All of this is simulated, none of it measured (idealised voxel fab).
A process module follows: voxel tone inversion.
We display cut, a cross-section 220 nm in width whose square cells are each 5 nm.
Cross-section format: a grid of square cells, given as bands from top to bottom; each band is one or more rows of cells.
Heads up on the band format: heights come first, top then bottom, in nm. After that it's the materials left to right, each with its width in nm. A single material flagged "everywhere" fills the whole band edge to edge, and "blank" means there's empty space there.
Heights are measured from 0, the level below which the as-received wafer is all one material; the lowest band has no bottom and continues downward, written as in "0 nm and below".
When a width is written as two numbers, as in "30->40", the first number is the width in the top row of cells of the band and the second is the width in its bottom row, and the width changes by the same amount from each row to the next.
No cell of the cross-section changed in a step that is given as "no change occurred".
So "Enclosed internal cavities" is basically the list of trapped voids: any empty space of 8 cells or more that can't reach the top through an opening. They're written width x height at distance, the distance being from the left edge, and it's all nm.
That trailing text on a step's line, after the settings, is the simulator's own remark on the step.
Each step line may optionally specify "overlay nm", which for a step with a mask gives the rightward distance between the mask's planned place and where it lay, a negative value indicating the leftward direction.

SET OUT BELOW ARE THE PLANNED STEPS OF THE PROCESS
1. RECEIVE (material Si)
2. CONFORMAL_DEP (material SiN; thk nm 10)
3. DIRECTIONAL_DEP (material polySi; thk nm 15)
4. PATTERN (tone cover; mask id POSTS; material resist; width nm 25; pitch nm 40; thk nm 20; overlay nm 0)
5. DIRECTIONAL_ETCH (etch materials polySi; depth nm 15)
6. STRIP (etch materials resist)
7. FILL_DEP (material SiO2; thk nm 10)
8. CMP (height nm 25)
9. STRIP (etch materials polySi)

WHAT FOLLOWS COVERS THE FIRST OF TWO WAFERS; IT RAN AS PLANNED

WAFER AS RECEIVED: CROSS-SECTION FOLLOWING STEP 1
	0 nm and below | Si everywhere
	Enclosed internal cavities: none

SO THIS IS THE WAFER CROSS-SECTION RIGHT AFTER STEP 2
	10 nm to 0 nm | SiN everywhere
	Under 0: no change, same as before.

SO THIS IS THE WAFER CROSS-SECTION RIGHT AFTER STEP 3
	25 nm to 10 nm | polySi everywhere
	Under 10: no change, same as before.

SO THIS IS THE WAFER CROSS-SECTION RIGHT AFTER STEP 4
	45 nm to 25 nm | blank 55; resist 25; blank 15; resist 25; blank 15; resist 25; blank 60
	Under 25: no change, same as before.

SO THIS IS THE WAFER CROSS-SECTION RIGHT AFTER STEP 5
	45 nm to 25 nm | blank 55; resist 25; blank 15; resist 25; blank 15; resist 25; blank 60
	25 nm to 10 nm | blank 55; polySi 25; blank 15; polySi 25; blank 15; polySi 25; blank 60
	Under 10: no change, same as before.

SO THIS IS THE WAFER CROSS-SECTION RIGHT AFTER STEP 6
	25 nm to 10 nm | blank 55; polySi 25; blank 15; polySi 25; blank 15; polySi 25; blank 60
	Under 10: no change, same as before.

SO THIS IS THE WAFER CROSS-SECTION RIGHT AFTER STEP 7
	35 nm to 25 nm | SiO2 everywhere
	25 nm to 10 nm | SiO2 55; polySi 25; SiO2 15; polySi 25; SiO2 15; polySi 25; SiO2 60
	Under 10: no change, same as before.

SO THIS IS THE WAFER CROSS-SECTION RIGHT AFTER STEP 8
	25 nm to 10 nm | SiO2 55; polySi 25; SiO2 15; polySi 25; SiO2 15; polySi 25; SiO2 60
	Under 10: no change, same as before.

SO THIS IS THE WAFER CROSS-SECTION RIGHT AFTER STEP 9
	25 nm to 10 nm | SiO2 55; blank 25; SiO2 15; blank 25; SiO2 15; blank 25; SiO2 60
	Under 10: no change, same as before.

OKAY, SECOND WAFER. NOTHING DIFFERENT AT THE START, NOTHING DIFFERENT IN THE PLAN, JUST ONE MISTAKE SOMEWHERE IN THE RUNNING. AS FAR AS STEP 8, COUNTING THAT STEP, IT'S THE FIRST WAFER ALL OVER AGAIN

SECOND WAFER, SECTION VIEW, TIME POINT: SCHEDULED END OF STEP 9
	25 nm to 10 nm | SiO2 55; blank 25; SiO2 15; blank 25; SiO2 15; blank 25; SiO2 60
	Under 10: no change, same as before.
Here's what went sideways: plan step 9 ran twice
The mistake has no effect on what this model computes, because the two wafers end with the same cross-section.
